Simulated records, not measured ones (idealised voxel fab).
Process module under the name voxel double patterning
FYI the section here is cut, 260 nm wide, cells are 5 nm squares.
This document writes a cross-section as a grid whose cells are square, and gives it as bands, listed from the top down; one or more rows of cells form a band.
It is stipulated that each band's entry specify, in nanometres, the height of the top of the band and then that of its bottom, followed by the materials of the band in left-to-right sequence, each together with its width in nanometres. A single material marked by the word "full width" is understood to fill the band from edge to edge; the word "blank" is understood to denote empty space.
Zero point of the height axis is 0; under it, received wafer = one material. Lowest band: continues down indefinitely, "z 0 and below".
Quick explanation for "30..40": the width changes in equal steps down the rows of cells, from the first number in the band's top row to the second number in its bottom row.
Key: "no change occurred" - step with no changed cell in the cross-section.
So "Unvented cavities" is basically the list of trapped voids: any empty space of 8 cells or more that can't reach the top through an opening. They're written width x height at distance, the distance being from the left edge, and it's all nm.
Post-settings text on a step line: simulator's own remark regarding the step.
A step's line can hold "overlay nm"; with a mask on that step, the setting says how far right of the planned place the mask lay, while a negative setting says it lay to the left.
-- This section lists the process steps that were planned
step 1: RECEIVE with material Si
step 2: CONFORMAL_DEP with material SiO2, thk nm 5
step 3: DIRECTIONAL_DEP with material TiN, thk nm 10
step 4: DIRECTIONAL_DEP with material SiCN, thk nm 10
step 5: DIRECTIONAL_DEP with material aC, thk nm 10
step 6: PATTERN with tone open, mask id FIRST, material resist, width nm 15, pitch nm 50, thk nm 30, overlay nm 0
step 7: DIRECTIONAL_ETCH with etch materials aC, depth nm 10
step 8: STRIP with etch materials resist
step 9: DIRECTIONAL_ETCH with etch materials SiCN, depth nm 10
step 10: STRIP with etch materials aC
step 11: PATTERN with tone open, mask id SECOND, material resist, width nm 15, thk nm 15, overlay nm 0
step 12: DIRECTIONAL_ETCH with etch materials SiCN, depth nm 10
step 13: STRIP with etch materials resist
step 14: DIRECTIONAL_ETCH with etch materials TiN, depth nm 10
step 15: STRIP with etch materials SiCN
-- So this is the incoming wafer in cross-section - it's already been through step 1
    z 0 and below = Si full width
    Unvented cavities: none
-- Wafer at module end, in section. Began as above, planned as above, run with one mistake
    z 15 to 5 = 120 of blank; 15 of TiN; 125 of blank
    z 5 to 0 = SiO2 full width
    z 0 and below = Si full width
    Unvented cavities: none
Which mistake was made when the wafer was run? step 11 ran as: PATTERN with tone cover, mask id SECOND, material resist, width nm 15, thk nm 15, overlay nm 0
